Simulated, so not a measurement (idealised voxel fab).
process module | voxel transistor to metal
cross-section cut | 215 nm wide | cells 5 nm
A cross-section is a grid of square cells, given in bands from the top down. A band is one or more rows of cells.
Each band's line starts with the height of the band's top and of its bottom, in nm. Then come its materials from left to right, each with its width in nm. One material with "throughout" fills the band from edge to edge. "air" is empty space.
Height 0 is the level under which the wafer as received is all one material. The lowest band goes on downwards, as in "0 down".
A width such as "30 to 40" changes by the same amount from each row of cells to the next, from the band's top row to its bottom row.
"no change" after a step means that no cell of the cross-section changed.
closed voids: empty space of 8 cells or more with no open way to the top, each as width x height at its distance from the left edge, in nm
after a step's settings: what the simulator itself notes on the step
overlay nm, on a step with a mask: how far to the right of its planned place the mask lay; to the left if negative
plan
1 op RECEIVE | material Si
2 op OXIDIZE | depth nm 5
3 op CONFORMAL_DEP | material SiN | thk nm 15
4 op DIRECTIONAL_DEP | material aC | thk nm 10
5 op PATTERN | tone cover | mask id ACTIVE | material resist | width nm 115 | thk nm 25 | overlay nm 0
6 op DIRECTIONAL_ETCH | etch materials aC | depth nm 10
7 op STRIP | etch materials resist
8 op DIRECTIONAL_ETCH | etch materials SiN | depth nm 15
9 op DIRECTIONAL_ETCH | etch materials SiO2 | depth nm 5
10 op DIRECTIONAL_ETCH | etch materials Si | depth nm 25
11 op STRIP | etch materials aC
12 op OXIDIZE | depth nm 5
13 op FILL_DEP | material SiO2 | thk nm 15
14 op CMP | height nm 15
15 op SELECTIVE_ETCH | etch materials SiO2 | depth nm 15
16 op STRIP | etch materials SiN
17 op SELECTIVE_ETCH | etch materials SiO2 | depth nm 5
18 op OXIDIZE | depth nm 5
19 op DIRECTIONAL_DEP | material polySi | thk nm 20
20 op DIRECTIONAL_DEP | material SiCN | thk nm 10
21 op PATTERN | tone cover | mask id GATE | material resist | width nm 25 | thk nm 20 | overlay nm 0
22 op DIRECTIONAL_ETCH | etch materials SiCN | depth nm 20
23 op DIRECTIONAL_ETCH | etch materials polySi | depth nm 30
24 op STRIP | etch materials resist
25 op CONFORMAL_DEP | material SiN | thk nm 5
26 op DIRECTIONAL_ETCH | etch materials SiN | depth nm 5
27 op DIRECTIONAL_ETCH | etch materials SiO2 | depth nm 5
28 op DIRECTIONAL_ETCH | etch materials Si | depth nm 15
29 op EPI | material SiGe | thk nm 15
30 op FILL_DEP | material SiO2 | thk nm 10
31 op CMP | height nm 15
32 op STRIP | etch materials polySi
33 op SELECTIVE_ETCH | etch materials SiO2 | depth nm 5
34 op CONFORMAL_DEP | material HfO2 | thk nm 5
35 op CONFORMAL_DEP | material TiN | thk nm 5
36 op FILL_DEP | material W | thk nm 10
37 op CMP | height nm 10
38 op DIRECTIONAL_DEP | material SiO2 | thk nm 15
39 op PATTERN | tone open | mask id CONTACT | material resist | width nm 20 | pitch nm 85 | thk nm 20 | overlay nm 0
40 op DIRECTIONAL_ETCH | etch materials SiO2 | depth nm 35
41 op STRIP | etch materials resist
42 op CONFORMAL_DEP | material TiN | thk nm 5
43 op FILL_DEP | material W | thk nm 10
44 op CMP | height nm 25
45 op DIRECTIONAL_DEP | material TiN | thk nm 5
46 op DIRECTIONAL_DEP | material Ru | thk nm 15
47 op PATTERN | tone cover | mask id METAL_1 | material resist | width nm 20 | pitch nm 85 | thk nm 20 | overlay nm 0
48 op DIRECTIONAL_ETCH | etch materials Ru | depth nm 15
49 op DIRECTIONAL_ETCH | etch materials TiN | depth nm 5
50 op STRIP | etch materials resist
51 op CONFORMAL_DEP | material SiCN | thk nm 5
52 op FILL_DEP | material lowk | thk nm 10
53 op CMP | height nm 45
54 op CONFORMAL_DEP | material SiCN | thk nm 5
as received, after step 1
  0 down: Si throughout
  closed voids: none
first wafer at the end, as planned
  50 to 45: SiCN throughout
  45 to 30: lowk 50 | SiCN 5 | Ru 20 | SiCN 5 | lowk 55 | SiCN 5 | Ru 20 | SiCN 5 | lowk 50
  30 to 25: SiCN 55 | TiN 20 | SiCN 65 | TiN 20 | SiCN 55
  25 to 10: SiO2 55 | TiN 5 | W 10 | TiN 5 | SiO2 65 | TiN 5 | W 10 | TiN 5 | SiO2 55
  10 to 5: SiO2 55 | TiN 5 | W 10 | TiN 5 | SiO2 15 | SiN 5 | HfO2 5 | TiN 5 | W 5 | TiN 5 | HfO2 5 | SiN 5 | SiO2 15 | TiN 5 | W 10 | TiN 5 | SiO2 55
  5 to 0: SiO2 55 | TiN 5 | W 10 | TiN 5 | SiGe 15 | SiN 5 | HfO2 5 | TiN 5 | W 5 | TiN 5 | HfO2 5 | SiN 5 | SiGe 15 | TiN 5 | W 10 | TiN 5 | SiO2 55
  0 to -5: SiO2 55 | TiN 5 | W 10 | TiN 5 | SiGe 15 | SiN 5 | HfO2 5 | TiN 15 | HfO2 5 | SiN 5 | SiGe 15 | TiN 5 | W 10 | TiN 5 | SiO2 55
  -5 to -10: SiO2 55 | TiN 20 | SiGe 15 | HfO2 35 | SiGe 15 | TiN 20 | SiO2 55
  -10 to -25: SiO2 55 | SiGe 35 | Si 35 | SiGe 35 | SiO2 55
  -25 to -35: SiO2 55 | Si 105 | SiO2 55
  -35 down: Si throughout
  closed voids: none
second wafer at the end: like start, like plan, one mistake
  50 to 45: SiCN throughout
  45 to 40: SiCN 55 | TiN 20 | SiCN 65 | TiN 20 | SiCN 55
  40 to 25: Ru throughout
  25 to 10: SiO2 55 | TiN 5 | W 10 | TiN 5 | SiO2 65 | TiN 5 | W 10 | TiN 5 | SiO2 55
  10 to 5: SiO2 55 | TiN 5 | W 10 | TiN 5 | SiO2 15 | SiN 5 | HfO2 5 | TiN 5 | W 5 | TiN 5 | HfO2 5 | SiN 5 | SiO2 15 | TiN 5 | W 10 | TiN 5 | SiO2 55
  5 to 0: SiO2 55 | TiN 5 | W 10 | TiN 5 | SiGe 15 | SiN 5 | HfO2 5 | TiN 5 | W 5 | TiN 5 | HfO2 5 | SiN 5 | SiGe 15 | TiN 5 | W 10 | TiN 5 | SiO2 55
  0 to -5: SiO2 55 | TiN 5 | W 10 | TiN 5 | SiGe 15 | SiN 5 | HfO2 5 | TiN 15 | HfO2 5 | SiN 5 | SiGe 15 | TiN 5 | W 10 | TiN 5 | SiO2 55
  -5 to -10: SiO2 55 | TiN 20 | SiGe 15 | HfO2 35 | SiGe 15 | TiN 20 | SiO2 55
  -10 to -25: SiO2 55 | SiGe 35 | Si 35 | SiGe 35 | SiO2 55
  -25 to -35: SiO2 55 | Si 105 | SiO2 55
  -35 down: Si throughout
  closed voids: none
what went wrong: steps 45 and 46 were swapped
at the end the second wafer has, in cells: 105 more of Ru | 12 fewer of SiCN | 93 fewer of lowk
